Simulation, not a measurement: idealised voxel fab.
process module | voxel air gaps
cross-section cut | 235 nm wide | cells 5 nm
A cross-section is a grid of square cells, given in bands from the top down. A band is one or more rows of cells.
Each band's line starts with the height of the band's top and of its bottom, in nm. Then come its materials from left to right, each with its width in nm. One material with "throughout" fills the band from edge to edge. "air" is empty space.
Height 0 is the level under which the wafer as received is all one material. The lowest band goes on downwards, as in "0 down".
A width such as "30 to 40" changes by the same amount from each row of cells to the next, from the band's top row to its bottom row.
"no change" after a step means that no cell of the cross-section changed.
closed voids: empty space of 8 cells or more with no open way to the top, each as width x height at its distance from the left edge, in nm
after a step's settings: what the simulator itself notes on the step
overlay nm, on a step with a mask: how far to the right of its planned place the mask lay; to the left if negative
plan
1 op RECEIVE | material Si
2 op CONFORMAL_DEP | material SiO2 | thk nm 10
3 op CONFORMAL_DEP | material SiN | thk nm 5
4 op DIRECTIONAL_DEP | material SiO2 | thk nm 35
5 op MASKED_ETCH | tone open | mask id LINES | width nm 15 | pitch nm 40 | etch materials SiO2 | depth nm 35 | overlay nm 0
6 op CONFORMAL_DEP | material TiN | thk nm 5
7 op FILL_DEP | material Ru | thk nm 5
8 op CMP | height nm 50
9 op EPI | material Ru | thk nm 10
10 op SELECTIVE_ETCH | etch materials SiO2 | depth nm 45
11 op CONFORMAL_DEP | material SiCN | thk nm 5
varied across the wafers: thk nm of step 6. The plan shows the first wafer's value. All wafers start alike
first wafer as received, after step 1
  0 down: Si throughout
  closed voids: none
first wafer at the end, after step 11
  65 to 60: air 35 | SiCN 165 | air 35
  60 to 50: air 35 | SiCN 5 | Ru 35 | SiCN 5 | Ru 35 | SiCN 5 | Ru 35 | SiCN 5 | Ru 35 | SiCN 5 | air 35
  50 to 45: air 35 | SiCN 15 | TiN 5 | Ru 5 | TiN 5 | SiCN 25 | TiN 5 | Ru 5 | TiN 5 | SiCN 25 | TiN 5 | Ru 5 | TiN 5 | SiCN 25 | TiN 5 | Ru 5 | TiN 5 | SiCN 15 | air 35
  45 to 20: air 45 | SiCN 5 | TiN 5 | Ru 5 | TiN 5 | SiCN 5 | air 15 | SiCN 5 | TiN 5 | Ru 5 | TiN 5 | SiCN 5 | air 15 | SiCN 5 | TiN 5 | Ru 5 | TiN 5 | SiCN 5 | air 15 | SiCN 5 | TiN 5 | Ru 5 | TiN 5 | SiCN 5 | air 45
  20 to 15: SiCN 50 | TiN 15 | SiCN 25 | TiN 15 | SiCN 25 | TiN 15 | SiCN 25 | TiN 15 | SiCN 50
  15 to 10: SiN throughout
  10 to 0: SiO2 throughout
  0 down: Si throughout
  closed voids: 15 x 25 at 70; 15 x 25 at 110; 15 x 25 at 150
last wafer at the end
  65 to 60: air 35 | SiCN 165 | air 35
  60 to 50: air 35 | SiCN 5 | Ru 35 | SiCN 5 | Ru 35 | SiCN 5 | Ru 35 | SiCN 5 | Ru 35 | SiCN 5 | air 35
  50 to 45: air 35 | SiCN 15 | TiN 15 | SiCN 25 | TiN 15 | SiCN 25 | TiN 15 | SiCN 25 | TiN 15 | SiCN 15 | air 35
  45 to 20: air 45 | SiCN 5 | TiN 15 | SiCN 5 | air 15 | SiCN 5 | TiN 15 | SiCN 5 | air 15 | SiCN 5 | TiN 15 | SiCN 5 | air 15 | SiCN 5 | TiN 15 | SiCN 5 | air 45
  20 to 15: SiCN 50 | TiN 15 | SiCN 25 | TiN 15 | SiCN 25 | TiN 15 | SiCN 25 | TiN 15 | SiCN 50
  15 to 10: SiN throughout
  10 to 0: SiO2 throughout
  0 down: Si throughout
  closed voids: 15 x 25 at 70; 15 x 25 at 110; 15 x 25 at 150
each wafer at the end: cells of each material gained (+) or lost (-) since it was received, then its closed voids
thk nm 5 | +80 Ru | +139 SiCN | +47 SiN | +94 SiO2 | +60 TiN | closed voids: 15 x 25 at 70; 15 x 25 at 110; 15 x 25 at 150
thk nm 10 | +56 Ru | +139 SiCN | +47 SiN | +94 SiO2 | +84 TiN | closed voids: 15 x 25 at 70; 15 x 25 at 110; 15 x 25 at 150
thk nm 15 | +56 Ru | +139 SiCN | +47 SiN | +94 SiO2 | +84 TiN | closed voids: 15 x 25 at 70; 15 x 25 at 110; 15 x 25 at 150
thk nm 20 | +56 Ru | +139 SiCN | +47 SiN | +94 SiO2 | +84 TiN | closed voids: 15 x 25 at 70; 15 x 25 at 110; 15 x 25 at 150
